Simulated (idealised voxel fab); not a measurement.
Proc. module: voxel released beams
Cross-sectional view cut (width: 220 nm; square cell size: 5 nm).
A cross-section is a grid of square cells, given in bands from the top down. A band is one or more rows of cells.
In this notation a band is specified by the heights of its top and bottom, in that order and in nm, after which its materials appear from left to right, each paired with its width in nm. The word "everywhere" attached to a single material means that material fills the band from edge to edge; the word "blank" stands for empty space.
Height datum 0, below which the as-received substrate wafer is one material. Lowest band open at the bottom, running downward: "0 down".
The expression "30..40" gives the width at the extremes of the band, the first number at its top row of cells and the second at its bottom row, with the width changing by equal amounts from each row to the next in between.
Given "changes: none" for a step, no cell of the cross-section differs between before and after that step.
Entry "Listed closed voids" = empty spaces >= 8 cells with no open way to the top; each as width x height at distance, distance from left edge, all nm.
Past the settings on a step's line: simulator remark, on that step.
overlay nm: on a step with a mask, how far right of its planned place the mask lay; negative means left.
PLAN
1) RECEIVE (material Si)
2) CONFORMAL_DEP (material SiN; thk nm 5)
3) DIRECTIONAL_DEP (material SiO2; thk nm 20)
4) PATTERN (tone open; mask id ANCHOR; material resist; width nm 30; thk nm 15; overlay nm 0)
5) DIRECTIONAL_ETCH (etch materials SiO2; depth nm 20)
6) STRIP (etch materials resist)
7) CONFORMAL_DEP (material polySi; thk nm 10)
8) PATTERN (tone cover; mask id BEAM; material resist; width nm 95; thk nm 15; overlay nm 0)
9) DIRECTIONAL_ETCH (etch materials polySi; depth nm 10)
10) STRIP (etch materials resist)
11) STRIP (etch materials SiO2)
WAFER AT RECEIPT (POST STEP 1), CROSS-SECTION
    0 down: Si everywhere
    Listed closed voids: none
MODULE COMPLETE, CROSS-SECTION. STARTING POINT AND PLAN PER ABOVE. ONE MISTAKE MADE IN RUNNING THE MODULE
    35 to 25: blank 60 nm, polySi 95 nm, blank 65 nm
    25 to 20: SiN everywhere
    20 to 0: SiO2 everywhere
    0 down: Si everywhere
    Listed closed voids: none
Run error: the run placed steps 2 and 3 each in the position the plan gave to the other
